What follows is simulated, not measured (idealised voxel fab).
Process module in this document: voxel spacer lines
We display cut, a cross-section 275 nm in width whose square cells are each 5 nm.
Heads up, the way a cross-section reads in here is a grid of square cells, handed over as bands from the top down, with every band being one or more rows of cells.
Per band: top height and bottom height in nm, followed by the left-to-right materials and their widths in nm; "all across" marks a single material spanning edge to edge, "air" marks empty space.
We count height from 0. Below that, the starting wafer is all one material. The lowest band never ends at the bottom but goes on down; see "z 0 and below" for how that is written.
Quick explanation for "30..40": the width changes in equal steps down the rows of cells, from the first number in the band's top row to the second number in its bottom row.
Step note "no change" = no cross-section cell changed.
Each empty space that has no open way to the top and spans at least 8 cells appears under "Internal closed voids" as width x height at distance, the distance counted from the left edge, all in nm.
Post-settings text on a step line: simulator's own remark regarding the step.
overlay nm, on a step with a mask: how far to the right of its planned place the mask lay; to the left if negative
**These are the steps we planned for the process**
1) RECEIVE [material Si]
2) CONFORMAL_DEP [material Al2O3] [thk nm 5]
3) DIRECTIONAL_DEP [material SiN] [thk nm 10]
4) DIRECTIONAL_DEP [material aC] [thk nm 20]
5) PATTERN [tone cover] [mask id MANDREL] [material resist] [width nm 15] [pitch nm 60] [thk nm 30] [overlay nm 0]
6) DIRECTIONAL_ETCH [etch materials aC] [depth nm 20]
7) STRIP [etch materials resist]
8) CONFORMAL_DEP [material SiO2] [thk nm 15]
9) DIRECTIONAL_ETCH [etch materials SiO2] [depth nm 15]
10) STRIP [etch materials aC]
11) DIRECTIONAL_ETCH [etch materials SiN] [depth nm 10]
12) STRIP [etch materials SiO2]
13) FILL_DEP [material lowk] [thk nm 5]
14) CMP [height nm 15]
The plan shows the width nm of step 5 as the first wafer had it; this setting differs between the wafers, which start out alike.
**After step 1, as received: first of several wafers, cross-section**
> z 0 and below | Si all across
> Internal closed voids: none
**Cross-section after step 14, the final step of the module, for the first of several wafers**
> z 15 to 5 | lowk 55 nm / SiN 15 nm / lowk 15 nm / SiN 15 nm / lowk 15 nm / SiN 15 nm / lowk 15 nm / SiN 15 nm / lowk 15 nm / SiN 15 nm / lowk 15 nm / SiN 15 nm / lowk 55 nm
> z 5 to 0 | Al2O3 all across
> z 0 and below | Si all across
> Internal closed voids: none
**Last-wafer cross-section at the end of the module**
> z 15 to 5 | lowk 50 nm / SiN 15 nm / lowk 30 nm / SiN 30 nm / lowk 30 nm / SiN 30 nm / lowk 30 nm / SiN 15 nm / lowk 45 nm
> z 5 to 0 | Al2O3 all across
> z 0 and below | Si all across
> Internal closed voids: none
**Per-wafer rows below. For each material: cells gained (+) or lost (-) since the wafer was received, as of end of module. Then: closed voids**
width nm 15, +55 Al2O3, +36 SiN, +74 lowk, Internal closed voids: none
width nm 20, +55 Al2O3, +36 SiN, +74 lowk, Internal closed voids: none
width nm 25, +55 Al2O3, +36 SiN, +74 lowk, Internal closed voids: none
width nm 30, +55 Al2O3, +36 SiN, +74 lowk, Internal closed voids: none
